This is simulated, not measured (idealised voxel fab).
Name of the process module below: voxel double patterning
Shown is cross-section cut, with a width of 270 nm and square cells of size 5 nm.
Cross-section = grid of square cells, listed top down in bands; band = one or more rows. Basically the band line says how high the top is and how high the bottom is, in nm, and then what's in it from left to right, every material with its width in nm. Empty space shows up as "air", and if a single material carries "edge to edge" it runs the full band edge to edge. Measure heights from 0. That's the level where, below it, the as-received wafer is all one material. The lowest band is bottomless and extends downward; write it as in "0..down". Width "30..40": first value at the band's top row of cells, second value at its bottom row, equal change from row to row. Where a step carries "nothing was modified", the cross-section came out of it unchanged, cell for cell. "Closed internal voids" - sealed voids, min. 8 cells, no opening to top; format: width x height at distance (distance from left edge; nm throughout). It should be noted that, on the line of a given step, the content following the step's settings is a remark produced by the simulator itself with respect to that step. When a step includes a mask, the "overlay nm" setting on its line states how far to the right of its planned place that mask lay, and negative values state how far to the left.

THE PLANNED PROCESS STEPS ARE ENUMERATED HEREUNDER
- 1: RECEIVE | material Si
- 2: CONFORMAL_DEP | material SiO2 | thk nm 10
- 3: DIRECTIONAL_DEP | material TiN | thk nm 20
- 4: DIRECTIONAL_DEP | material SiN | thk nm 5
- 5: DIRECTIONAL_DEP | material aC | thk nm 10
- 6: PATTERN | tone open | mask id FIRST | material resist | width nm 15 | pitch nm 50 | thk nm 30 | overlay nm 0
- 7: DIRECTIONAL_ETCH | etch materials aC | depth nm 10
- 8: STRIP | etch materials resist
- 9: DIRECTIONAL_ETCH | etch materials SiN | depth nm 5
- 10: STRIP | etch materials aC
- 11: DIRECTIONAL_DEP | material aC | thk nm 10
- 12: PATTERN | tone open | mask id SECOND | material resist | width nm 15 | pitch nm 50 | thk nm 30 | overlay nm 0
- 13: DIRECTIONAL_ETCH | etch materials aC | depth nm 10
- 14: STRIP | etch materials resist
- 15: DIRECTIONAL_ETCH | etch materials SiN | depth nm 5
- 16: STRIP | etch materials aC
- 17: DIRECTIONAL_ETCH | etch materials TiN | depth nm 20
- 18: STRIP | etch materials SiN

DELIVERED WAFER IN CROSS-SECTION: STATE AFTER STEP 1
  0..down: Si edge to edge
  Closed internal voids: none

A WAFER AT THE END: THIS START, THIS PLAN, ONE MISTAKE
  25..10: TiN: 75 / air: 15 / TiN: 10 / air: 15 / TiN: 10 / air: 15 / TiN: 10 / air: 15 / TiN: 10 / air: 15 / TiN: 80
  10..0: SiO2 edge to edge
  0..down: Si edge to edge
  Closed internal voids: none
What broke from the plan during processing? so step 3 ended up running with a different setting than we planned, it ran as DIRECTIONAL_DEP | material TiN | thk nm 15
